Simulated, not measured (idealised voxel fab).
process module | voxel released beams
cross-section cut | 290 nm wide | cells 5 nm
A cross-section is a grid of square cells, given in bands from the top down. A band is one or more rows of cells.
Each band's line starts with the height of the band's top and of its bottom, in nm. Then come its materials from left to right, each with its width in nm. One material with "throughout" fills the band from edge to edge. "air" is empty space.
Height 0 is the level under which the wafer as received is all one material. The lowest band goes on downwards, as in "0 down".
A width such as "30 to 40" changes by the same amount from each row of cells to the next, from the band's top row to its bottom row.
"no change" after a step means that no cell of the cross-section changed.
closed voids: empty space of 8 cells or more with no open way to the top, each as width x height at its distance from the left edge, in nm
after a step's settings: what the simulator itself notes on the step
overlay nm, on a step with a mask: how far to the right of its planned place the mask lay; to the left if negative
plan
1 op RECEIVE | material Si
2 op CONFORMAL_DEP | material Al2O3 | thk nm 5
3 op DIRECTIONAL_DEP | material SiO2 | thk nm 10
4 op PATTERN | tone open | mask id ANCHOR | material resist | width nm 35 | thk nm 20 | overlay nm 0
5 op DIRECTIONAL_ETCH | etch materials SiO2 | depth nm 10
6 op STRIP | etch materials resist
7 op CONFORMAL_DEP | material SiN | thk nm 10
8 op PATTERN | tone cover | mask id BEAM | material resist | width nm 90 | thk nm 20 | overlay nm 0
9 op DIRECTIONAL_ETCH | etch materials SiN | depth nm 10
10 op STRIP | etch materials resist
11 op STRIP | etch materials SiO2
as received, after step 1
  0 down: Si throughout
  closed voids: none
a wafer at the end: this start, this plan, one mistake
  25 to 20: air 95 | SiN 15 | air 15 | SiN 60 | air 105
  20 to 15: SiN 110 | air 15 | SiN 165
  15 to 5: SiO2 100 | SiN 35 | SiO2 155
  5 to 0: Al2O3 throughout
  0 down: Si throughout
  closed voids: none
what went wrong: step 9 ran as: op DIRECTIONAL_ETCH | etch materials SiN | depth nm 5
